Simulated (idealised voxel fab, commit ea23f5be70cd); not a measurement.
The process module presented herein is designated voxel double patterning.
It is cross-section cut that appears here, measuring 270 nm in width, its square cells being 5 nm in size.
Square cells in a grid make up a cross-section in this document, and the grid is given as bands, listed from the top down, each one or more rows of cells. Read a band's entry like this: the first values are the height of its top and the height of its bottom in nm, and what follows is the sequence of materials from left to right, each with its width in nm. Note that "blank" is empty space, and that a single material marked "edge to edge" reaches across the band from edge to edge. Heights from 0 (as-received wafer is one material below). Bottom band endless downward, as "0..down". A width given as "30->40" starts at the first number in the band's top row and ends at the second number in its bottom row, shifting by an equal amount at every step from row to row. "nothing different" -> step changed no cross-section cell. Any empty space of 8 cells or more lacking an open way to the top shows up in "Closed cavity list" as width x height at distance, distance from the left edge, in nm. On each step's line, the part that comes after the settings is the simulator's own comment on the step. Each step line may optionally specify "overlay nm", which for a step with a mask gives the rightward distance between the mask's planned place and where it lay, a negative value indicating the leftward direction.

# plan
1 RECEIVE [material Si]
2 CONFORMAL_DEP [material SiO2] [thk nm 10]
3 DIRECTIONAL_DEP [material TiN] [thk nm 20]
4 DIRECTIONAL_DEP [material SiN] [thk nm 5]
5 DIRECTIONAL_DEP [material aC] [thk nm 10]
6 PATTERN [tone open] [mask id FIRST] [material resist] [width nm 15] [pitch nm 50] [thk nm 30] [overlay nm 0]
7 DIRECTIONAL_ETCH [etch materials aC] [depth nm 10]
8 STRIP [etch materials resist]
9 DIRECTIONAL_ETCH [etch materials SiN] [depth nm 5]
10 STRIP [etch materials aC]
11 DIRECTIONAL_DEP [material aC] [thk nm 10]
12 PATTERN [tone open] [mask id SECOND] [material resist] [width nm 15] [pitch nm 50] [thk nm 30] [overlay nm 0]
13 DIRECTIONAL_ETCH [etch materials aC] [depth nm 10]
14 STRIP [etch materials resist]
15 DIRECTIONAL_ETCH [etch materials SiN] [depth nm 5]
16 STRIP [etch materials aC]
17 DIRECTIONAL_ETCH [etch materials TiN] [depth nm 20]
18 STRIP [etch materials SiN]

# First wafer of two (run as planned)

# Shown in cross-section is the wafer as received, that is, as it stands after step 1
- 0..down = Si edge to edge
- Closed cavity list: none

# Presented here is a cross-section of the wafer after step 2 has been performed
- 10..0 = SiO2 edge to edge
- Lower than 0, everything is as it was.

# Presented here is a cross-section of the wafer after step 3 has been performed
- 30..10 = TiN edge to edge
- Lower than 10, everything is as it was.

# Presented here is a cross-section of the wafer after step 4 has been performed
- 35..30 = SiN edge to edge
- Lower than 30, everything is as it was.

# Presented here is a cross-section of the wafer after step 5 has been performed
- 45..35 = aC edge to edge
- Lower than 35, everything is as it was.

# Presented here is a cross-section of the wafer after step 6 has been performed
- 75..45 = resist: 75, then blank: 15, then resist: 35, then blank: 15, then resist: 35, then blank: 15, then resist: 80
- Lower than 45, everything is as it was.

# Presented here is a cross-section of the wafer after step 7 has been performed
- 65..45 = resist: 75, then blank: 15, then resist: 35, then blank: 15, then resist: 35, then blank: 15, then resist: 80
- 45..35 = aC: 75, then blank: 15, then aC: 35, then blank: 15, then aC: 35, then blank: 15, then aC: 80
- Lower than 35, everything is as it was.

# Presented here is a cross-section of the wafer after step 8 has been performed
- 45..35 = aC: 75, then blank: 15, then aC: 35, then blank: 15, then aC: 35, then blank: 15, then aC: 80
- Lower than 35, everything is as it was.

# Presented here is a cross-section of the wafer after step 9 has been performed
- 45..35 = aC: 75, then blank: 15, then aC: 35, then blank: 15, then aC: 35, then blank: 15, then aC: 80
- 35..30 = SiN: 75, then blank: 15, then SiN: 35, then blank: 15, then SiN: 35, then blank: 15, then SiN: 80
- Lower than 30, everything is as it was.

# Presented here is a cross-section of the wafer after step 10 has been performed
- 35..30 = SiN: 75, then blank: 15, then SiN: 35, then blank: 15, then SiN: 35, then blank: 15, then SiN: 80
- Lower than 30, everything is as it was.

# Presented here is a cross-section of the wafer after step 11 has been performed
- 45..40 = aC: 75, then blank: 15, then aC: 35, then blank: 15, then aC: 35, then blank: 15, then aC: 80
- 40..35 = aC edge to edge
- 35..30 = SiN: 75, then aC: 15, then SiN: 35, then aC: 15, then SiN: 35, then aC: 15, then SiN: 80
- Lower than 30, everything is as it was.

# Presented here is a cross-section of the wafer after step 12 has been performed
- 75..45 = resist: 100, then blank: 15, then resist: 35, then blank: 15, then resist: 105
- 45..40 = aC: 75, then resist: 15, then aC: 35, then resist: 15, then aC: 35, then resist: 15, then aC: 80
- Lower than 40, everything is as it was.

# Presented here is a cross-section of the wafer after step 13 has been performed
- 65..45 = resist: 100, then blank: 15, then resist: 35, then blank: 15, then resist: 105
- 45..40 = aC: 75, then resist: 15, then aC: 10, then blank: 15, then aC: 10, then resist: 15, then aC: 10, then blank: 15, then aC: 10, then resist: 15, then aC: 80
- 40..35 = aC: 100, then blank: 15, then aC: 35, then blank: 15, then aC: 105
- Lower than 35, everything is as it was.

# Presented here is a cross-section of the wafer after step 14 has been performed
- 45..40 = aC: 75, then blank: 15, then aC: 10, then blank: 15, then aC: 10, then blank: 15, then aC: 10, then blank: 15, then aC: 10, then blank: 15, then aC: 80
- Lower than 40, everything is as it was.

# Presented here is a cross-section of the wafer after step 15 has been performed
- 45..40 = aC: 75, then blank: 15, then aC: 10, then blank: 15, then aC: 10, then blank: 15, then aC: 10, then blank: 15, then aC: 10, then blank: 15, then aC: 80
- 40..35 = aC: 100, then blank: 15, then aC: 35, then blank: 15, then aC: 105
- 35..30 = SiN: 75, then aC: 15, then SiN: 10, then blank: 15, then SiN: 10, then aC: 15, then SiN: 10, then blank: 15, then SiN: 10, then aC: 15, then SiN: 80
- Lower than 30, everything is as it was.

# Presented here is a cross-section of the wafer after step 16 has been performed
- 35..30 = SiN: 75, then blank: 15, then SiN: 10, then blank: 15, then SiN: 10, then blank: 15, then SiN: 10, then blank: 15, then SiN: 10, then blank: 15, then SiN: 80
- Lower than 30, everything is as it was.

# Presented here is a cross-section of the wafer after step 17 has been performed
- 35..30 = SiN: 75, then blank: 15, then SiN: 10, then blank: 15, then SiN: 10, then blank: 15, then SiN: 10, then blank: 15, then SiN: 10, then blank: 15, then SiN: 80
- 30..10 = TiN: 75, then blank: 15, then TiN: 10, then blank: 15, then TiN: 10, then blank: 15, then TiN: 10, then blank: 15, then TiN: 10, then blank: 15, then TiN: 80
- Lower than 10, everything is as it was.

# Presented here is a cross-section of the wafer after step 18 has been performed
- 30..10 = TiN: 75, then blank: 15, then TiN: 10, then blank: 15, then TiN: 10, then blank: 15, then TiN: 10, then blank: 15, then TiN: 10, then blank: 15, then TiN: 80
- Lower than 10, everything is as it was.

# Second of two: same start, same plan, one run error; steps up to and including 5 match the first

# Second wafer cross-section, taken as of the time the plan sets for step 6 to be done
- 75..45 = resist: 65, then blank: 15, then resist: 35, then blank: 15, then resist: 35, then blank: 15, then resist: 90
- Lower than 45, everything is as it was.

# Second wafer cross-section, taken as of the time the plan sets for step 7 to be done
- 65..45 = resist: 65, then blank: 15, then resist: 35, then blank: 15, then resist: 35, then blank: 15, then resist: 90
- 45..35 = aC: 65, then blank: 15, then aC: 35, then blank: 15, then aC: 35, then blank: 15, then aC: 90
- Lower than 35, everything is as it was.

# Second wafer cross-section, taken as of the time the plan sets for step 8 to be done
- 45..35 = aC: 65, then blank: 15, then aC: 35, then blank: 15, then aC: 35, then blank: 15, then aC: 90
- Lower than 35, everything is as it was.

# Second wafer cross-section, taken as of the time the plan sets for step 9 to be done
- 45..35 = aC: 65, then blank: 15, then aC: 35, then blank: 15, then aC: 35, then blank: 15, then aC: 90
- 35..30 = SiN: 65, then blank: 15, then SiN: 35, then blank: 15, then SiN: 35, then blank: 15, then SiN: 90
- Lower than 30, everything is as it was.

# Second wafer cross-section, taken as of the time the plan sets for step 10 to be done
- 35..30 = SiN: 65, then blank: 15, then SiN: 35, then blank: 15, then SiN: 35, then blank: 15, then SiN: 90
- Lower than 30, everything is as it was.

# Second wafer cross-section, taken as of the time the plan sets for step 11 to be done
- 45..40 = aC: 65, then blank: 15, then aC: 35, then blank: 15, then aC: 35, then blank: 15, then aC: 90
- 40..35 = aC edge to edge
- 35..30 = SiN: 65, then aC: 15, then SiN: 35, then aC: 15, then SiN: 35, then aC: 15, then SiN: 90
- Lower than 30, everything is as it was.

# Second wafer cross-section, taken as of the time the plan sets for step 12 to be done
- 75..45 = resist: 100, then blank: 15, then resist: 35, then blank: 15, then resist: 105
- 45..40 = aC: 65, then resist: 15, then aC: 35, then resist: 15, then aC: 35, then resist: 15, then aC: 90
- Lower than 40, everything is as it was.

# Second wafer cross-section, taken as of the time the plan sets for step 13 to be done
- 65..45 = resist: 100, then blank: 15, then resist: 35, then blank: 15, then resist: 105
- 45..40 = aC: 65, then resist: 15, then aC: 20, then blank: 15, then resist: 15, then aC: 20, then blank: 15, then resist: 15, then aC: 90
- 40..35 = aC: 100, then blank: 15, then aC: 35, then blank: 15, then aC: 105
- Lower than 35, everything is as it was.

# Second wafer cross-section, taken as of the time the plan sets for step 14 to be done
- 45..40 = aC: 65, then blank: 15, then aC: 20, then blank: 30, then aC: 20, then blank: 30, then aC: 90
- Lower than 40, everything is as it was.

# Second wafer cross-section, taken as of the time the plan sets for step 15 to be done
- 45..40 = aC: 65, then blank: 15, then aC: 20, then blank: 30, then aC: 20, then blank: 30, then aC: 90
- 40..35 = aC: 100, then blank: 15, then aC: 35, then blank: 15, then aC: 105
- 35..30 = SiN: 65, then aC: 15, then SiN: 20, then blank: 15, then aC: 15, then SiN: 20, then blank: 15, then aC: 15, then SiN: 90
- Lower than 30, everything is as it was.

# Second wafer cross-section, taken as of the time the plan sets for step 16 to be done
- 35..30 = SiN: 65, then blank: 15, then SiN: 20, then blank: 30, then SiN: 20, then blank: 30, then SiN: 90
- Lower than 30, everything is as it was.

# Second wafer cross-section, taken as of the time the plan sets for step 17 to be done
- 35..30 = SiN: 65, then blank: 15, then SiN: 20, then blank: 30, then SiN: 20, then blank: 30, then SiN: 90
- 30..10 = TiN: 65, then blank: 15, then TiN: 20, then blank: 30, then TiN: 20, then blank: 30, then TiN: 90
- Lower than 10, everything is as it was.

# Second wafer cross-section, taken as of the time the plan sets for step 18 to be done
- 30..10 = TiN: 65, then blank: 15, then TiN: 20, then blank: 30, then TiN: 20, then blank: 30, then TiN: 90
- Lower than 10, everything is as it was.
What was the processing mistake? step 6 changed vs plan, executed as PATTERN [tone open] [mask id FIRST] [material resist] [width nm 15] [pitch nm 50] [thk nm 30] [overlay nm -10]
If you tally the cells, the second wafer ends up with the same amount of every material as the first; it's all just sitting in different places.
